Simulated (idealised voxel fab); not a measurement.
Process module, titled voxel fin reveal
Xsec cut, 255 nm wide, square cell size 5 nm.
Cross-sections here: square-cell grids, written as top-down lists of bands, a band being one or more rows of cells. This entry defines a band. It first specifies the height of the band's top and the height of its bottom in nm, and then specifies the band's materials from left to right, stating each material with its width in nm. The word "all across" identifies a single material that fills the band from edge to edge, while the word "empty" identifies empty space. All heights in this document are referenced to 0, defined as the level beneath which the wafer, as received, consists entirely of one material. The lowest band is not bounded below; it extends indefinitely downward and is written in the form "z 0 and below". Read "30..40" as a graded width: first number on top, second number at the bottom, same change between each pair of neighbouring rows. The designation "no modification", where it is given for a processing step, indicates that no cell of the cross-section was altered in the course of that step. "Tabulated closed voids": empty spaces of 8 cells or more with no open way to the top, each given as width x height at distance, distance from the left edge, all in nm. On a step's line, text after the settings is the simulator commenting on that step. What "overlay nm" on a step's line means: if the step has a mask, that mask lay this far to the right of its planned place, or, when the value is negative, to the left.
These are the steps we planned for the process
1 RECEIVE: material Si
2 CONFORMAL_DEP: material SiN, thk nm 10
3 DIRECTIONAL_DEP: material aC, thk nm 15
4 PATTERN: tone cover, mask id FINS, material resist, width nm 15, pitch nm 35, thk nm 30, overlay nm 0
5 DIRECTIONAL_ETCH: etch materials aC, depth nm 15
6 STRIP: etch materials resist
7 DIRECTIONAL_ETCH: etch materials SiN, depth nm 10
8 DIRECTIONAL_ETCH: etch materials Si, depth nm 30
9 STRIP: etch materials aC
10 OXIDIZE: depth nm 5
11 FILL_DEP: material SiO2, thk nm 5
12 CMP: height nm 10
13 SELECTIVE_ETCH: etch materials SiO2, depth nm 30
14 STRIP: etch materials SiN
Cross-section of the wafer as it came to us, i.e., already through step 1
  z 0 and below: Si all across
  Tabulated closed voids: none
The first of two wafers, cross-sectioned at the end of the module, with the run proceeding as planned
  z 0 to -20: 105 nm empty | 5 nm Si | 30 nm empty | 5 nm Si | 110 nm empty
  z -20 to -35: 105 nm SiO2 | 5 nm Si | 30 nm SiO2 | 5 nm Si | 110 nm SiO2
  z -35 and below: Si all across
  Tabulated closed voids: none
Here is the second of the two wafers cut open at the end of the module - same start, same plan as the first one, but we made one mistake running it
  z 0 to -20: 105 nm empty | 10 nm Si | 25 nm empty | 10 nm Si | 105 nm empty
  z -20 to -35: 105 nm SiO2 | 10 nm Si | 25 nm SiO2 | 10 nm Si | 105 nm SiO2
  z -35 and below: Si all across
  Tabulated closed voids: none
What went wrong in running the wafer? step 4 off recipe, ran as PATTERN: tone cover, mask id FINS, material resist, width nm 20, pitch nm 35, thk nm 30, overlay nm 0
End of process, cell counts, second wafer against first, materials with more or fewer: +14 Si; -6 SiO2
